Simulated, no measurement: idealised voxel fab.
process module | voxel self aligned vias
cross-section cut | 225 nm wide | cells 5 nm
A cross-section is a grid of square cells, given in bands from the top down. A band is one or more rows of cells.
Each band's line starts with the height of the band's top and of its bottom, in nm. Then come its materials from left to right, each with its width in nm. One material with "throughout" fills the band from edge to edge. "air" is empty space.
Height 0 is the level under which the wafer as received is all one material. The lowest band goes on downwards, as in "0 down".
A width such as "30 to 40" changes by the same amount from each row of cells to the next, from the band's top row to its bottom row.
"no change" after a step means that no cell of the cross-section changed.
closed voids: empty space of 8 cells or more with no open way to the top, each as width x height at its distance from the left edge, in nm
after a step's settings: what the simulator itself notes on the step
overlay nm, on a step with a mask: how far to the right of its planned place the mask lay; to the left if negative
plan
1 op RECEIVE | material Si
2 op CONFORMAL_DEP | material SiO2 | thk nm 15
3 op CONFORMAL_DEP | material SiCN | thk nm 5
4 op DIRECTIONAL_DEP | material SiO2 | thk nm 20
5 op PATTERN | tone open | mask id LINES | material resist | width nm 20 | pitch nm 50 | thk nm 20 | overlay nm 0
6 op DIRECTIONAL_ETCH | etch materials SiO2 | depth nm 20
7 op STRIP | etch materials resist
8 op CONFORMAL_DEP | material TiN | thk nm 5
9 op FILL_DEP | material Ru | thk nm 5
10 op CMP | height nm 40
11 op SELECTIVE_ETCH | etch materials W Ru TiN | depth nm 5
12 op FILL_DEP | material SiN | thk nm 5
13 op CMP | height nm 40
14 op DIRECTIONAL_DEP | material SiO2 | thk nm 15
15 op DIRECTIONAL_DEP | material aC | thk nm 10
16 op PATTERN | tone open | mask id VIAS | material resist | width nm 30 | pitch nm 50 | thk nm 25 | overlay nm 0
17 op DIRECTIONAL_ETCH | etch materials aC | depth nm 10
18 op STRIP | etch materials resist
19 op DIRECTIONAL_ETCH | etch materials SiO2 | depth nm 15
20 op DIRECTIONAL_ETCH | etch materials SiN | depth nm 5
21 op STRIP | etch materials aC
22 op CONFORMAL_DEP | material TiN | thk nm 5
23 op FILL_DEP | material Ru | thk nm 5
24 op CMP | height nm 55
25 op CONFORMAL_DEP | material SiN | thk nm 5
as received, after step 1
  0 down: Si throughout
  closed voids: none
first wafer at the end, as planned
  60 to 55: SiN throughout
  55 to 45: SiO2 45 | TiN 5 | Ru 20 | TiN 5 | SiO2 20 | TiN 5 | Ru 20 | TiN 5 | SiO2 20 | TiN 5 | Ru 20 | TiN 5 | SiO2 50
  45 to 40: SiO2 45 | TiN 10 | Ru 10 | TiN 10 | SiO2 20 | TiN 10 | Ru 10 | TiN 10 | SiO2 20 | TiN 10 | Ru 10 | TiN 10 | SiO2 50
  40 to 35: SiO2 50 | TiN 20 | SiO2 30 | TiN 20 | SiO2 30 | TiN 20 | SiO2 55
  35 to 25: SiO2 50 | TiN 5 | Ru 10 | TiN 5 | SiO2 30 | TiN 5 | Ru 10 | TiN 5 | SiO2 30 | TiN 5 | Ru 10 | TiN 5 | SiO2 55
  25 to 20: SiO2 50 | TiN 20 | SiO2 30 | TiN 20 | SiO2 30 | TiN 20 | SiO2 55
  20 to 15: SiCN throughout
  15 to 0: SiO2 throughout
  0 down: Si throughout
  closed voids: none
second wafer at the end: like start, like plan, one mistake
  65 to 60: SiN throughout
  60 to 55: TiN 50 | Ru 20 | TiN 30 | Ru 20 | TiN 30 | Ru 20 | TiN 55
  55 to 45: SiO2 45 | TiN 5 | Ru 20 | TiN 5 | SiO2 20 | TiN 5 | Ru 20 | TiN 5 | SiO2 20 | TiN 5 | Ru 20 | TiN 5 | SiO2 50
  45 to 40: SiO2 45 | TiN 10 | Ru 10 | TiN 10 | SiO2 20 | TiN 10 | Ru 10 | TiN 10 | SiO2 20 | TiN 10 | Ru 10 | TiN 10 | SiO2 50
  40 to 35: SiO2 50 | TiN 20 | SiO2 30 | TiN 20 | SiO2 30 | TiN 20 | SiO2 55
  35 to 25: SiO2 50 | TiN 5 | Ru 10 | TiN 5 | SiO2 30 | TiN 5 | Ru 10 | TiN 5 | SiO2 30 | TiN 5 | Ru 10 | TiN 5 | SiO2 55
  25 to 20: SiO2 50 | TiN 20 | SiO2 30 | TiN 20 | SiO2 30 | TiN 20 | SiO2 55
  20 to 15: SiCN throughout
  15 to 0: SiO2 throughout
  0 down: Si throughout
  closed voids: none
what went wrong: step 24 ran as: op CMP | height nm 60
at the end the second wafer has, in cells: 12 more of Ru | 33 more of TiN
